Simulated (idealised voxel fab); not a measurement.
The name of this process module is voxel released beams.
Section shown: cut. Width: 240 nm. Cell size: 5 nm, square.
A cross-section is a grid of square cells, given in bands from the top down. A band is one or more rows of cells.
Band: top and bottom heights (nm) first, top before bottom; then materials from left to right, widths in nm. "everywhere" marks a sole material filling the band edge to edge. "blank" denotes empty space.
Measure heights from 0. That's the level where, below it, the as-received wafer is all one material. The lowest band is bottomless and extends downward; write it as in "0 down".
It should be noted that a width expressed as "30->40" varies in equal increments from row to row of cells within the band, taking the value of the first number at the top row and that of the second number at the bottom row.
Given "remains unaltered" for a step, no cell of the cross-section differs between before and after that step.
What "Closed internal voids" gives you is every empty space of 8 cells or more that is cut off from the top. Each appears as width x height at distance, with the distance taken from the left edge and width, height and distance all in nm.
Whatever follows a step's settings on its line is a remark the simulator itself makes about that step.
overlay nm: mask offset rightward from planned place, masked step; negative means leftward offset.

The steps planned for the process are as follows
| 1 | RECEIVE,material Si |
| 2 | CONFORMAL_DEP,material SiN,thk nm 5 |
| 3 | DIRECTIONAL_DEP,material SiO2,thk nm 15 |
| 4 | PATTERN,tone open,mask id ANCHOR,material resist,width nm 40,thk nm 15,overlay nm -15 |
| 5 | DIRECTIONAL_ETCH,etch materials SiO2,depth nm 15 |
| 6 | STRIP,etch materials resist |
| 7 | CONFORMAL_DEP,material TiN,thk nm 15 |
| 8 | MASKED_ETCH,tone cover,mask id BEAM,width nm 85,etch materials TiN,depth nm 15,overlay nm 0 |
| 9 | STRIP,etch materials SiO2 |
What sets these wafers apart? The overlay nm at step 4. They all start alike, and the plan carries the first wafer's value.

Sectional view: first of several wafers, as received, after step 1
  0 down = Si everywhere
  Closed internal voids: none

Last step of the module is step 9; after it, the first of several wafers in cross-section
  35 to 20 = blank: 75, then TiN: 5, then blank: 10, then TiN: 70, then blank: 80
  20 to 5 = blank: 65, then TiN: 40, then blank: 135
  5 to 0 = SiN everywhere
  0 down = Si everywhere
  Closed internal voids: none

Last wafer x-sec, end of module
  35 to 20 = blank: 75, then TiN: 35, then blank: 10, then TiN: 40, then blank: 80
  20 to 5 = blank: 95, then TiN: 40, then blank: 105
  5 to 0 = SiN everywhere
  0 down = Si everywhere
  Closed internal voids: none

Heads up, this table goes wafer by wafer. A row tells you, at the end of the module, how many cells of each material that wafer has put on (+) or dropped (-) since it was received, and then its closed voids
overlay nm -15; +48 SiN; +69 TiN; Closed internal voids: none
overlay nm -10; +48 SiN; +69 TiN; Closed internal voids: none
overlay nm -5; +48 SiN; +69 TiN; Closed internal voids: none
overlay nm 0; +48 SiN; +69 TiN; Closed internal voids: none
overlay nm 5; +48 SiN; +69 TiN; Closed internal voids: none
overlay nm 10; +48 SiN; +69 TiN; Closed internal voids: none
overlay nm 15; +48 SiN; +69 TiN; Closed internal voids: none
